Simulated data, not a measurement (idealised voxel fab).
process module | voxel spacer lines
Cross-section cut: width 260 nm, square cells of 5 nm.
For the purposes of this document, a cross-section shall be understood as a grid of square cells, specified as bands listed in top-to-bottom order, each band consisting of one or more rows of cells.
For a band, the entry starts with two heights in nm, that of the top and then that of the bottom, and carries on with the band's materials in order from left to right, each alongside its width in nm; the word "edge to edge" beside a single material means it fills the band edge to edge, and "air" means empty space.
We count height from 0. Below that, the starting wafer is all one material. The lowest band never ends at the bottom but goes on down; see "top 0, no bottom" for how that is written.
You'd read "30->40" like this: the band's top row of cells is as wide as the first number, its bottom row is as wide as the second, and going down, every row changes width by the same amount as the row before did.
No cell of the cross-section changed in a step that is given as "nothing got changed".
In "Internal closed voids" the enclosed voids are listed, meaning empty spaces of 8 cells or larger without any opening to the top. The form is width x height at distance, distance from the left edge, units nm.
What comes after the settings on a step's line is commentary from the simulator itself on that step.
"overlay nm" denotes, for a step that has a mask, the displacement of the mask to the right of its planned place, with negative values corresponding to the left.
Steps in the process plan:
1 RECEIVE | material Si
2 CONFORMAL_DEP | material SiO2 | thk nm 5
3 DIRECTIONAL_DEP | material W | thk nm 15
4 DIRECTIONAL_DEP | material polySi | thk nm 25
5 PATTERN | tone cover | mask id MANDREL | material resist | width nm 25 | pitch nm 80 | thk nm 30 | overlay nm 0
6 DIRECTIONAL_ETCH | etch materials polySi | depth nm 25
7 STRIP | etch materials resist
8 CONFORMAL_DEP | material SiN | thk nm 15
9 DIRECTIONAL_ETCH | etch materials SiN | depth nm 15
10 STRIP | etch materials polySi
11 DIRECTIONAL_ETCH | etch materials W | depth nm 15
12 STRIP | etch materials SiN
13 FILL_DEP | material lowk | thk nm 5
14 CMP | height nm 20
Wafer at receipt (post step 1), cross-section:
* top 0, no bottom = Si edge to edge
* Internal closed voids: none
Sectioned view, first of two wafers, at the close of the module, processed as intended in the plan:
* top 20, bottom 5 = lowk 60 nm; W 15 nm; lowk 25 nm; W 15 nm; lowk 25 nm; W 15 nm; lowk 25 nm; W 15 nm; lowk 65 nm
* top 5, bottom 0 = SiO2 edge to edge
* top 0, no bottom = Si edge to edge
* Internal closed voids: none
Here is the second of the two wafers cut open at the end of the module - same start, same plan as the first one, but we made one mistake running it:
* top 20, bottom 15 = lowk edge to edge
* top 15, bottom 0 = lowk 60 nm; W 15 nm; lowk 25 nm; W 15 nm; lowk 25 nm; W 15 nm; lowk 25 nm; W 15 nm; lowk 65 nm
* top 0, no bottom = Si edge to edge
* Internal closed voids: none
So what did we get wrong on this run? the plan's step 2 was left out and never carried out
End check, counted in cells, second wafer has more or fewer of these materials than the first: SiO2: 52 fewer; lowk: 52 more
